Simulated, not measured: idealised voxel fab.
process module | voxel wiring stack
cross-section cut | 160 nm wide | cells 5 nm
A cross-section is a grid of square cells, given in bands from the top down. A band is one or more rows of cells.
Each band's line starts with the height of the band's top and of its bottom, in nm. Then come its materials from left to right, each with its width in nm. One material with "throughout" fills the band from edge to edge. "air" is empty space.
Height 0 is the level under which the wafer as received is all one material. The lowest band goes on downwards, as in "0 down".
A width such as "30 to 40" changes by the same amount from each row of cells to the next, from the band's top row to its bottom row.
"no change" after a step means that no cell of the cross-section changed.
closed voids: empty space of 8 cells or more with no open way to the top, each as width x height at its distance from the left edge, in nm
after a step's settings: what the simulator itself notes on the step
overlay nm, on a step with a mask: how far to the right of its planned place the mask lay; to the left if negative
plan
1 op RECEIVE | material Si
2 op CONFORMAL_DEP | material SiO2 | thk nm 15
3 op CONFORMAL_DEP | material SiN | thk nm 5
4 op DIRECTIONAL_DEP | material SiO2 | thk nm 15
5 op PATTERN | tone open | mask id METAL_1 | material resist | width nm 30 | pitch nm 45 | thk nm 15 | overlay nm 0
6 op DIRECTIONAL_ETCH | etch materials SiO2 | depth nm 15
7 op DIRECTIONAL_ETCH | etch materials SiN | depth nm 5
8 op STRIP | etch materials resist
9 op CONFORMAL_DEP | material TiN | thk nm 5
10 op FILL_DEP | material W | thk nm 10
11 op CMP | height nm 35
12 op CONFORMAL_DEP | material SiCN | thk nm 5
13 op DIRECTIONAL_DEP | material SiO2 | thk nm 20
14 op PATTERN | tone open | mask id PLUG_1 | material resist | width nm 15 | thk nm 15 | overlay nm 0
15 op DIRECTIONAL_ETCH | etch materials SiO2 | depth nm 20
16 op DIRECTIONAL_ETCH | etch materials SiCN | depth nm 5
17 op STRIP | etch materials resist
18 op EPI | material Ru | thk nm 10
19 op EPI | material Ru | thk nm 10
20 op EPI | material Ru | thk nm 5
21 op CONFORMAL_DEP | material SiCN | thk nm 5
22 op DIRECTIONAL_DEP | material SiO2 | thk nm 15
23 op PATTERN | tone open | mask id METAL_2 | material resist | width nm 30 | pitch nm 45 | thk nm 20 | overlay nm 0
24 op DIRECTIONAL_ETCH | etch materials SiO2 | depth nm 15
25 op DIRECTIONAL_ETCH | etch materials SiCN | depth nm 5
26 op STRIP | etch materials resist
27 op CONFORMAL_DEP | material TiN | thk nm 5
28 op FILL_DEP | material Ru | thk nm 5
29 op CMP | height nm 80
30 op CONFORMAL_DEP | material SiCN | thk nm 5
31 op DIRECTIONAL_DEP | material lowk | thk nm 15
32 op PATTERN | tone open | mask id PLUG_2 | material resist | width nm 15 | thk nm 15 | overlay nm 0
33 op DIRECTIONAL_ETCH | etch materials lowk | depth nm 15
34 op DIRECTIONAL_ETCH | etch materials SiCN | depth nm 5
35 op STRIP | etch materials resist
36 op CONFORMAL_DEP | material TiN | thk nm 5
37 op FILL_DEP | material Ru | thk nm 10
38 op CMP | height nm 100
39 op CONFORMAL_DEP | material SiN | thk nm 5
40 op DIRECTIONAL_DEP | material lowk | thk nm 25
41 op PATTERN | tone open | mask id METAL_3 | material resist | width nm 30 | pitch nm 45 | thk nm 15 | overlay nm 0
42 op DIRECTIONAL_ETCH | etch materials lowk | depth nm 25
43 op DIRECTIONAL_ETCH | etch materials SiN | depth nm 5
44 op STRIP | etch materials resist
45 op CONFORMAL_DEP | material TiN | thk nm 5
46 op FILL_DEP | material W | thk nm 10
47 op CMP | height nm 130
48 op CONFORMAL_DEP | material SiCN | thk nm 5
as received, after step 1
  0 down: Si throughout
  closed voids: none
a wafer at the end: this start, this plan, one mistake
  135 to 130: SiCN throughout
  130 to 125: TiN 45 | W 20 | TiN 25 | W 20 | TiN 50
  125 to 100: lowk 40 | TiN 5 | W 20 | TiN 5 | lowk 15 | TiN 5 | W 20 | TiN 5 | lowk 45
  100 to 95: SiN 40 | TiN 30 | SiN 15 | TiN 30 | SiN 45
  95 to 85: lowk 40 | TiN 5 | Ru 5 | TiN 5 | lowk 105
  85 to 80: SiCN 40 | TiN 15 | SiCN 105
  80 to 65: SiO2 40 | TiN 5 | Ru 20 | TiN 5 | SiO2 15 | TiN 5 | Ru 20 | TiN 5 | SiO2 45
  65 to 60: SiCN 40 | TiN 30 | SiCN 15 | TiN 30 | SiCN 45
  60 to 40: SiO2 40 | Ru 15 | SiO2 105
  40 to 35: SiCN 40 | Ru 15 | SiCN 105
  35 to 20: SiO2 40 | TiN 5 | W 20 | TiN 5 | SiO2 15 | TiN 5 | W 20 | TiN 5 | SiO2 45
  20 to 15: SiN 40 | TiN 30 | SiN 15 | TiN 30 | SiN 45
  15 to 0: SiO2 throughout
  0 down: Si throughout
  closed voids: none
what went wrong: step 38 ran as: op CMP | height nm 95
